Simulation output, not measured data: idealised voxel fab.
process module | voxel self aligned contacts
cross-section cut | 215 nm wide | cells 5 nm
A cross-section is a grid of square cells, given in bands from the top down. A band is one or more rows of cells.
Each band's line starts with the height of the band's top and of its bottom, in nm. Then come its materials from left to right, each with its width in nm. One material with "throughout" fills the band from edge to edge. "air" is empty space.
Height 0 is the level under which the wafer as received is all one material. The lowest band goes on downwards, as in "0 down".
A width such as "30 to 40" changes by the same amount from each row of cells to the next, from the band's top row to its bottom row.
"no change" after a step means that no cell of the cross-section changed.
closed voids: empty space of 8 cells or more with no open way to the top, each as width x height at its distance from the left edge, in nm
after a step's settings: what the simulator itself notes on the step
overlay nm, on a step with a mask: how far to the right of its planned place the mask lay; to the left if negative
plan
1 op RECEIVE | material Si
2 op OXIDIZE | depth nm 5
3 op DIRECTIONAL_DEP | material polySi | thk nm 25
4 op DIRECTIONAL_DEP | material SiN | thk nm 20
5 op DIRECTIONAL_DEP | material aC | thk nm 10
6 op PATTERN | tone cover | mask id GATE | material resist | width nm 25 | pitch nm 50 | thk nm 30 | overlay nm 0
7 op DIRECTIONAL_ETCH | etch materials aC | depth nm 10
8 op STRIP | etch materials resist
9 op DIRECTIONAL_ETCH | etch materials SiN | depth nm 20
10 op DIRECTIONAL_ETCH | etch materials polySi | depth nm 25
11 op STRIP | etch materials aC
12 op CONFORMAL_DEP | material SiN | thk nm 5
13 op DIRECTIONAL_ETCH | etch materials SiN | depth nm 5
14 op FILL_DEP | material SiO2 | thk nm 10
15 op CMP | height nm 50
16 op MASKED_ETCH | tone open | mask id CONTACT | width nm 35 | etch materials SiO2 | depth nm 55 | overlay nm 0
17 op CONFORMAL_DEP | material TiN | thk nm 5
18 op FILL_DEP | material Ru | thk nm 5
19 op CMP | height nm 50
20 op CONFORMAL_DEP | material SiN | thk nm 5
as received, after step 1
  0 down: Si throughout
  closed voids: none
a wafer at the end: this start, this plan, one mistake
  55 to 50: SiN throughout
  50 to 45: SiO2 65 | polySi 35 | TiN 5 | Ru 5 | TiN 5 | polySi 35 | SiO2 65
  45 to 25: SiO2 65 | polySi 5 | SiN 25 | polySi 5 | TiN 5 | Ru 5 | TiN 5 | polySi 5 | SiN 25 | polySi 5 | SiO2 65
  25 to 10: SiO2 65 | polySi 35 | TiN 5 | Ru 5 | TiN 5 | polySi 35 | SiO2 65
  10 to 5: SiO2 65 | polySi 35 | TiN 15 | polySi 35 | SiO2 65
  5 to 0: polySi throughout
  0 to -5: SiO2 throughout
  -5 down: Si throughout
  closed voids: none
what went wrong: step 12 ran as: op CONFORMAL_DEP | material polySi | thk nm 5
